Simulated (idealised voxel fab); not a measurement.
The process module that follows is named voxel transistor to metal.
Shown is cross-section cut, with a width of 255 nm and square cells of size 5 nm.
The cross-sections in this document take the form of a grid made of square cells. They are written out as bands, in order from top to bottom. Each band consists of one or more rows of cells.
The band entry comprises the height of the band's top followed by the height of its bottom, expressed in nm, and subsequently the band's materials from left to right, each stated together with its width in nm. Where a single material is marked with the word "edge to edge", that material fills the band from edge to edge. The word "empty" represents empty space.
Zero point of the height axis is 0; under it, received wafer = one material. Lowest band: continues down indefinitely, "0 and below".
Graded width ("30..40"): value in top row of band = first number; value in bottom row = second number; row-to-row change constant.
Step marked "left unchanged"? Then no cell in the cross-section changed in it.
"Closed internal cavities" lists enclosed empty spaces (at least 8 cells, no open path upward to the top), each as width x height at distance from the left edge, in nm.
What comes after the settings on a step's line is commentary from the simulator itself on that step.
overlay nm: how far to the right of its planned place the mask lay on this masked step (negative: to the left).

Planned step list for the process:
step 1: RECEIVE: material Si
step 2: CONFORMAL_DEP: material SiO2, thk nm 5
step 3: CONFORMAL_DEP: material SiN, thk nm 15
step 4: MASKED_ETCH: tone cover, mask id ACTIVE, width nm 90, pitch nm 110, etch materials SiN, depth nm 15, overlay nm 0
step 5: MASKED_ETCH: tone cover, mask id ACTIVE, width nm 90, pitch nm 110, etch materials SiO2, depth nm 5, overlay nm 0
step 6: MASKED_ETCH: tone cover, mask id ACTIVE, width nm 90, pitch nm 110, etch materials Si, depth nm 25, overlay nm 0
step 7: OXIDIZE: depth nm 5
step 8: FILL_DEP: material SiO2, thk nm 10
step 9: CMP: height nm 20
step 10: SELECTIVE_ETCH: etch materials SiO2, depth nm 10
step 11: STRIP: etch materials SiN
step 12: SELECTIVE_ETCH: etch materials SiO2, depth nm 5
step 13: OXIDIZE: depth nm 5
step 14: DIRECTIONAL_DEP: material polySi, thk nm 25
step 15: DIRECTIONAL_DEP: material SiCN, thk nm 15
step 16: PATTERN: tone cover, mask id GATE, material resist, width nm 20, pitch nm 110, thk nm 20, overlay nm 0
step 17: DIRECTIONAL_ETCH: etch materials SiCN, depth nm 25
step 18: DIRECTIONAL_ETCH: etch materials polySi, depth nm 35
step 19: STRIP: etch materials resist
step 20: CONFORMAL_DEP: material SiN, thk nm 10
step 21: DIRECTIONAL_ETCH: etch materials SiN, depth nm 10
step 22: DIRECTIONAL_ETCH: etch materials SiO2, depth nm 5
step 23: DIRECTIONAL_ETCH: etch materials Si, depth nm 10
step 24: EPI: material nSi, thk nm 15
step 25: FILL_DEP: material SiO2, thk nm 5
step 26: CMP: height nm 40
step 27: DIRECTIONAL_DEP: material SiO2, thk nm 10
step 28: PATTERN: tone open, mask id CONTACT, material resist, width nm 25, pitch nm 55, thk nm 15, overlay nm 0
step 29: DIRECTIONAL_ETCH: etch materials SiO2, depth nm 50
step 30: STRIP: etch materials resist
step 31: CONFORMAL_DEP: material TiN, thk nm 5
step 32: FILL_DEP: material Ru, thk nm 5
step 33: CMP: height nm 50
step 34: DIRECTIONAL_DEP: material TiN, thk nm 5
step 35: DIRECTIONAL_DEP: material Ru, thk nm 15
step 36: MASKED_ETCH: tone cover, mask id METAL_1, width nm 15, etch materials Ru, depth nm 15, overlay nm 0
step 37: MASKED_ETCH: tone cover, mask id METAL_1, width nm 15, etch materials TiN, depth nm 5, overlay nm 0
step 38: CONFORMAL_DEP: material SiN, thk nm 5
step 39: FILL_DEP: material SiO2, thk nm 10
step 40: CMP: height nm 70
step 41: CONFORMAL_DEP: material SiCN, thk nm 5
step 42: DIRECTIONAL_DEP: material SiO2, thk nm 30
step 43: MASKED_ETCH: tone open, mask id METAL_2, width nm 15, pitch nm 110, etch materials SiO2, depth nm 15, overlay nm 0
step 44: DIRECTIONAL_DEP: material aC, thk nm 10
step 45: PATTERN: tone open, mask id METAL_2_HOLES, material resist, width nm 15, pitch nm 110, thk nm 30, overlay nm 0
step 46: DIRECTIONAL_ETCH: etch materials aC, depth nm 10
step 47: STRIP: etch materials resist
step 48: DIRECTIONAL_ETCH: etch materials SiO2, depth nm 15
step 49: DIRECTIONAL_ETCH: etch materials SiCN, depth nm 5
step 50: STRIP: etch materials aC
step 51: CONFORMAL_DEP: material TiN, thk nm 5
step 52: FILL_DEP: material Ru, thk nm 5
step 53: CMP: height nm 105
step 54: CONFORMAL_DEP: material SiN, thk nm 5

So this is the incoming wafer in cross-section - it's already been through step 1:
  0 and below  Si edge to edge
  Closed internal cavities: none

Cross-section at module end, one run error; start and plan unchanged from above:
  110 down to 105  SiN edge to edge
  105 down to 75  SiO2 (30), then TiN (5), then Ru (5), then TiN (5), then SiO2 (95), then TiN (5), then Ru (5), then TiN (5), then SiO2 (100)
  75 down to 70  SiCN (30), then TiN (15), then SiCN (95), then TiN (15), then SiCN (100)
  70 down to 55  SiO2 (25), then SiN (5), then Ru (15), then SiN (5), then SiO2 (40), then SiN (5), then Ru (15), then SiN (5), then SiO2 (20), then SiN (5), then Ru (15), then SiN (5), then SiO2 (40), then SiN (5), then Ru (15), then SiN (5), then SiO2 (30)
  55 down to 50  SiN (30), then TiN (15), then SiN (50), then TiN (15), then SiN (30), then TiN (15), then SiN (50), then TiN (15), then SiN (35)
  50 down to 40  SiO2 (30), then TiN (5), then Ru (15..5), then TiN (5..15), then SiO2 (30), then TiN (5..15), then Ru (15..5), then TiN (5), then SiO2 (30), then TiN (5), then Ru (15..5), then TiN (5..15), then SiO2 (30), then TiN (5..15), then Ru (15..5), then TiN (5), then SiO2 (35)
  40 down to 25  SiO2 (30), then TiN (5), then Ru (5), then TiN (5), then SiN (10), then SiCN (30), then SiN (10), then TiN (5), then Ru (5), then TiN (5), then SiO2 (30), then TiN (5), then Ru (5), then TiN (5), then SiN (10), then SiCN (30), then SiN (10), then TiN (5), then Ru (5), then TiN (5), then SiO2 (35)
  25 down to 15  SiO2 (30), then TiN (5), then Ru (5), then TiN (5), then SiN (10), then polySi (30), then SiN (10), then TiN (5), then Ru (5), then TiN (5), then SiO2 (30), then TiN (5), then Ru (5), then TiN (5), then SiN (10), then polySi (30), then SiN (10), then TiN (5), then Ru (5), then TiN (5), then SiO2 (35)
  15 down to 10  SiO2 (30), then TiN (15), then SiN (10), then polySi (30), then SiN (10), then TiN (15), then SiO2 (30), then TiN (15), then SiN (10), then polySi (30), then SiN (10), then TiN (15), then SiO2 (35)
  10 down to 5  SiO2 (30), then nSi (15), then SiN (10), then polySi (30), then SiN (10), then nSi (15), then SiO2 (30), then nSi (15), then SiN (10), then polySi (30), then SiN (10), then nSi (15), then SiO2 (35)
  5 down to 0  SiO2 (20), then SiN (10), then nSi (15), then SiN (10), then polySi (30), then SiN (10), then nSi (15), then SiN (10), then SiO2 (10), then SiN (10), then nSi (15), then SiN (10), then polySi (30), then SiN (10), then nSi (15), then SiN (10), then SiO2 (25)
  0 down to -5  SiO2 (30), then nSi (15), then SiO2 (50), then nSi (15), then SiO2 (30), then nSi (15), then SiO2 (50), then nSi (15), then SiO2 (35)
  -5 down to -15  SiO2 (30), then nSi (15), then Si (50), then nSi (15), then SiO2 (30), then nSi (15), then Si (50), then nSi (15), then SiO2 (35)
  -15 down to -30  SiO2 (30), then Si (80), then SiO2 (30), then Si (80), then SiO2 (35)
  -30 and below  Si edge to edge
  Closed internal cavities: none
Nonconformance to the process plan: step 16 ran differently from the plan; actual operation with settings: PATTERN: tone cover, mask id GATE, material resist, width nm 30, pitch nm 110, thk nm 20, overlay nm 0
